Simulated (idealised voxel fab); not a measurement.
The name of this process module is voxel capacitor over wiring.
The cross-section shown here is cut; it is 245 nm wide and divided into square cells measuring 5 nm on a side.
If you're reading a cross-section in this doc, picture square cells in a grid; it comes to you as bands, top ones listed first down to the bottom, and a band can be one or more rows of cells.
Per band: top height and bottom height in nm, followed by the left-to-right materials and their widths in nm; "throughout" marks a single material spanning edge to edge, "empty" marks empty space.
It should be noted that heights are counted from 0, beneath which the wafer as supplied is of one material throughout, and that the lowest band possesses no lower boundary but continues downward, as written in "0 and below".
A width given as "30->40" starts at the first number in the band's top row and ends at the second number in its bottom row, shifting by an equal amount at every step from row to row.
Take "no alterations made" at face value: in the step it is given for, the cross-section changed in none of its cells.
"Cavities, closed" specifies each empty space that is not open to the top and that occupies no fewer than 8 cells, using the form width x height at distance, the distance measured from the left edge and all three quantities in nm.
Text after the settings on a step's line: the simulator's own remark on that step.
overlay nm: on a step with a mask, how far right of its planned place the mask lay; negative means left.

### The process steps that were planned are listed below
| 1 | RECEIVE,material Si |
| 2 | CONFORMAL_DEP,material SiO2,thk nm 15 |
| 3 | DIRECTIONAL_DEP,material TiN,thk nm 5 |
| 4 | DIRECTIONAL_DEP,material W,thk nm 20 |
| 5 | DIRECTIONAL_DEP,material aC,thk nm 15 |
| 6 | PATTERN,tone cover,mask id METAL_1,material resist,width nm 30,pitch nm 90,thk nm 35,overlay nm 0 |
| 7 | DIRECTIONAL_ETCH,etch materials aC,depth nm 15 |
| 8 | STRIP,etch materials resist |
| 9 | DIRECTIONAL_ETCH,etch materials W,depth nm 20 |
| 10 | DIRECTIONAL_ETCH,etch materials TiN,depth nm 5 |
| 11 | STRIP,etch materials aC |
| 12 | FILL_DEP,material lowk,thk nm 5 |
| 13 | CMP,height nm 40 |
| 14 | CONFORMAL_DEP,material SiCN,thk nm 5 |
| 15 | DIRECTIONAL_DEP,material lowk,thk nm 10 |
| 16 | DIRECTIONAL_DEP,material aC,thk nm 10 |
| 17 | PATTERN,tone open,mask id PLUG_1,material resist,width nm 15,thk nm 25,overlay nm 0 |
| 18 | DIRECTIONAL_ETCH,etch materials aC,depth nm 10 |
| 19 | STRIP,etch materials resist |
| 20 | DIRECTIONAL_ETCH,etch materials lowk,depth nm 10 |
| 21 | DIRECTIONAL_ETCH,etch materials SiCN,depth nm 5 |
| 22 | STRIP,etch materials aC |
| 23 | EPI,material Ru,thk nm 10 |
| 24 | EPI,material Ru,thk nm 5 |
| 25 | DIRECTIONAL_DEP,material TiN,thk nm 5 |
| 26 | DIRECTIONAL_DEP,material Al2O3,thk nm 5 |
| 27 | DIRECTIONAL_DEP,material TiN,thk nm 5 |
| 28 | PATTERN,tone cover,mask id UPPER_PLATE,material resist,width nm 65,thk nm 15,overlay nm 0 |
| 29 | DIRECTIONAL_ETCH,etch materials TiN,depth nm 5 |
| 30 | DIRECTIONAL_ETCH,etch materials Al2O3,depth nm 5 |
| 31 | STRIP,etch materials resist |
| 32 | DIRECTIONAL_DEP,material aC,thk nm 10 |
| 33 | PATTERN,tone cover,mask id LOWER_PLATE,material resist,width nm 75,thk nm 30,overlay nm 0 |
| 34 | DIRECTIONAL_ETCH,etch materials aC,depth nm 5 |
| 35 | STRIP,etch materials resist |
| 36 | DIRECTIONAL_ETCH,etch materials TiN,depth nm 5 |
| 37 | STRIP,etch materials aC |
| 38 | FILL_DEP,material SiO2,thk nm 15 |
| 39 | CMP,height nm 80 |
| 40 | PATTERN,tone open,mask id PLUG_2,material resist,width nm 15,thk nm 15,overlay nm 0 |
| 41 | DIRECTIONAL_ETCH,etch materials SiO2,depth nm 10 |
| 42 | STRIP,etch materials resist |
| 43 | CONFORMAL_DEP,material TiN,thk nm 5 |
| 44 | FILL_DEP,material Cu,thk nm 10 |
| 45 | CMP,height nm 80 |
| 46 | CONFORMAL_DEP,material SiN,thk nm 5 |
Keep in mind the plan's value for the depth nm of step 34 comes from the first wafer; the wafers don't share that setting, but they do share the same starting point.

### As-received cross-section, first of several wafers, post step 1
- 0 and below: Si throughout
- Cavities, closed: none

### Here's the first of several wafers in cross-section, end of the module, after the last step, step 46
- 85 down to 80: SiN throughout
- 80 down to 75: 85 SiO2 / 5 TiN / 5 Cu / 5 TiN / 145 SiO2
- 75 down to 65: 85->75 SiO2 / 15->65 TiN / 145->105 SiO2
- 65 down to 60: 75 SiO2 / 65 Al2O3 / 105 SiO2
- 60 down to 55: TiN throughout
- 55 down to 45: 75 lowk / 15 Ru / 155 lowk
- 45 down to 40: 75 SiCN / 15 Ru / 155 SiCN
- 40 down to 20: 60 lowk / 30 W / 60 lowk / 30 W / 65 lowk
- 20 down to 15: 60 lowk / 30 TiN / 60 lowk / 30 TiN / 65 lowk
- 15 down to 0: SiO2 throughout
- 0 and below: Si throughout
- Cavities, closed: none

### last wafer at the end
- 85 down to 80: SiN throughout
- 80 down to 75: 85 SiO2 / 5 TiN / 5 Cu / 5 TiN / 145 SiO2
- 75 down to 65: 85->75 SiO2 / 15->65 TiN / 145->105 SiO2
- 65 down to 60: 75 SiO2 / 65 Al2O3 / 105 SiO2
- 60 down to 55: 70 SiO2 / 75 TiN / 100 SiO2
- 55 down to 45: 75 lowk / 15 Ru / 155 lowk
- 45 down to 40: 75 SiCN / 15 Ru / 155 SiCN
- 40 down to 20: 60 lowk / 30 W / 60 lowk / 30 W / 65 lowk
- 20 down to 15: 60 lowk / 30 TiN / 60 lowk / 30 TiN / 65 lowk
- 15 down to 0: SiO2 throughout
- 0 and below: Si throughout
- Cavities, closed: none

### Per wafer (row), end of module: delta in cells per material since receipt, (+) for gained, (-) for lost; closed voids after that
depth nm 5 | +13 Al2O3 | +1 Cu | +9 Ru | +46 SiCN | +49 SiN | +311 SiO2 | +79 TiN | +48 W | +277 lowk | Cavities, closed: none
depth nm 10 | +13 Al2O3 | +1 Cu | +9 Ru | +46 SiCN | +49 SiN | +345 SiO2 | +45 TiN | +48 W | +277 lowk | Cavities, closed: none
depth nm 15 | +13 Al2O3 | +1 Cu | +9 Ru | +46 SiCN | +49 SiN | +345 SiO2 | +45 TiN | +48 W | +277 lowk | Cavities, closed: none
depth nm 20 | +13 Al2O3 | +1 Cu | +9 Ru | +46 SiCN | +49 SiN | +345 SiO2 | +45 TiN | +48 W | +277 lowk | Cavities, closed: none
depth nm 25 | +13 Al2O3 | +1 Cu | +9 Ru | +46 SiCN | +49 SiN | +345 SiO2 | +45 TiN | +48 W | +277 lowk | Cavities, closed: none
